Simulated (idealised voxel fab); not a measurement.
process module | voxel gate over fins
cross-section cut | 235 nm wide | cells 5 nm
A cross-section is a grid of square cells, given in bands from the top down. A band is one or more rows of cells.
Each band's line starts with the height of the band's top and of its bottom, in nm. Then come its materials from left to right, each with its width in nm. One material with "throughout" fills the band from edge to edge. "air" is empty space.
Height 0 is the level under which the wafer as received is all one material. The lowest band goes on downwards, as in "0 down".
A width such as "30 to 40" changes by the same amount from each row of cells to the next, from the band's top row to its bottom row.
"no change" after a step means that no cell of the cross-section changed.
closed voids: empty space of 8 cells or more with no open way to the top, each as width x height at its distance from the left edge, in nm
after a step's settings: what the simulator itself notes on the step
overlay nm, on a step with a mask: how far to the right of its planned place the mask lay; to the left if negative
plan
1 op RECEIVE | material Si
2 op CONFORMAL_DEP | material SiN | thk nm 10
3 op PATTERN | tone cover | mask id FINS | material resist | width nm 15 | pitch nm 55 | thk nm 15 | overlay nm 0
4 op DIRECTIONAL_ETCH | etch materials SiN | depth nm 10
5 op DIRECTIONAL_ETCH | etch materials Si | depth nm 40
6 op STRIP | etch materials resist
7 op OXIDIZE | depth nm 5
8 op FILL_DEP | material SiO2 | thk nm 5
9 op CMP | height nm 10
10 op DIRECTIONAL_DEP | material aC | thk nm 15
11 op PATTERN | tone open | mask id RAIL | material resist | width nm 15 | thk nm 30 | overlay nm 0
12 op DIRECTIONAL_ETCH | etch materials aC | depth nm 15
13 op STRIP | etch materials resist
14 op DIRECTIONAL_ETCH | etch materials SiO2 | depth nm 45
15 op STRIP | etch materials aC
16 op CONFORMAL_DEP | material TiN | thk nm 5
17 op FILL_DEP | material Ru | thk nm 10
18 op CMP | height nm 10
19 op SELECTIVE_ETCH | etch materials W Ru TiN | depth nm 30
20 op FILL_DEP | material SiO2 | thk nm 5
21 op CMP | height nm 10
22 op SELECTIVE_ETCH | etch materials SiO2 | depth nm 25
23 op STRIP | etch materials SiN
24 op CONFORMAL_DEP | material HfO2 | thk nm 5
25 op CONFORMAL_DEP | material TiN | thk nm 5
26 op FILL_DEP | material W | thk nm 10
27 op CMP | height nm 15
28 op CONFORMAL_DEP | material SiN | thk nm 10
as received, after step 1
  0 down: Si throughout
  closed voids: none
first wafer at the end, as planned
  25 to 15: SiN throughout
  15 to 10: W throughout
  10 to 5: W 50 | TiN 25 | W 30 | TiN 25 | W 30 | TiN 25 | W 50
  5 to 0: W 50 | TiN 5 | HfO2 15 | TiN 5 | W 30 | TiN 5 | HfO2 15 | TiN 5 | W 30 | TiN 5 | HfO2 15 | TiN 5 | W 50
  0 to -5: W 50 | TiN 5 | HfO2 5 | Si 5 | HfO2 5 | TiN 5 | W 30 | TiN 5 | HfO2 5 | Si 5 | HfO2 5 | TiN 5 | W 30 | TiN 5 | HfO2 5 | Si 5 | HfO2 5 | TiN 5 | W 50
  -5 to -10: TiN 55 | HfO2 5 | Si 5 | HfO2 5 | TiN 40 | HfO2 5 | Si 5 | HfO2 5 | TiN 40 | HfO2 5 | Si 5 | HfO2 5 | TiN 55
  -10 to -15: HfO2 60 | Si 5 | HfO2 50 | Si 5 | HfO2 50 | Si 5 | HfO2 60
  -15 to -20: SiO2 60 | Si 5 | SiO2 50 | Si 5 | SiO2 50 | Si 5 | SiO2 60
  -20 to -30: SiO2 60 | Si 5 | SiO2 15 | TiN 5 | Ru 5 | TiN 5 | SiO2 20 | Si 5 | SiO2 50 | Si 5 | SiO2 60
  -30 to -35: SiO2 60 | Si 5 | SiO2 15 | TiN 15 | SiO2 20 | Si 5 | SiO2 50 | Si 5 | SiO2 60
  -35 to -45: SiO2 60 | Si 5 | SiO2 50 | Si 5 | SiO2 50 | Si 5 | SiO2 60
  -45 down: Si throughout
  closed voids: none
second wafer at the end: like start, like plan, one mistake
  25 to 15: SiN throughout
  15 to 10: W throughout
  10 to 5: W 50 | TiN 25 | W 30 | TiN 25 | W 30 | TiN 25 | W 50
  5 to 0: W 50 | TiN 5 | HfO2 15 | TiN 5 | W 30 | TiN 5 | HfO2 15 | TiN 5 | W 30 | TiN 5 | HfO2 15 | TiN 5 | W 50
  0 to -5: W 50 | TiN 5 | HfO2 5 | Si 5 | HfO2 5 | TiN 5 | W 30 | TiN 5 | HfO2 5 | Si 5 | HfO2 5 | TiN 5 | W 30 | TiN 5 | HfO2 5 | Si 5 | HfO2 5 | TiN 5 | W 50
  -5 to -10: TiN 55 | HfO2 5 | Si 5 | HfO2 5 | TiN 40 | HfO2 5 | Si 5 | HfO2 5 | TiN 40 | HfO2 5 | Si 5 | HfO2 5 | TiN 55
  -10 to -15: HfO2 60 | Si 5 | HfO2 50 | Si 5 | HfO2 50 | Si 5 | HfO2 60
  -15 to -20: SiO2 60 | Si 5 | SiO2 50 | Si 5 | SiO2 50 | Si 5 | SiO2 60
  -20 to -30: Ru 50 | TiN 5 | SiO2 5 | Si 5 | SiO2 5 | TiN 10 | SiO2 15 | TiN 5 | Ru 5 | TiN 5 | SiO2 5 | Si 5 | SiO2 5 | TiN 5 | Ru 30 | TiN 5 | SiO2 5 | Si 5 | SiO2 5 | TiN 5 | Ru 50
  -30 to -35: TiN 55 | SiO2 5 | Si 5 | SiO2 5 | TiN 10 | SiO2 15 | TiN 15 | SiO2 5 | Si 5 | SiO2 5 | TiN 40 | SiO2 5 | Si 5 | SiO2 5 | TiN 55
  -35 to -45: SiO2 60 | Si 5 | SiO2 50 | Si 5 | SiO2 50 | Si 5 | SiO2 60
  -45 down: Si throughout
  closed voids: none
what went wrong: step 11 ran as: op PATTERN | tone cover | mask id RAIL | material resist | width nm 15 | thk nm 30 | overlay nm 0
at the end the second wafer has, in cells: 52 more of Ru | 96 fewer of SiO2 | 44 more of TiN
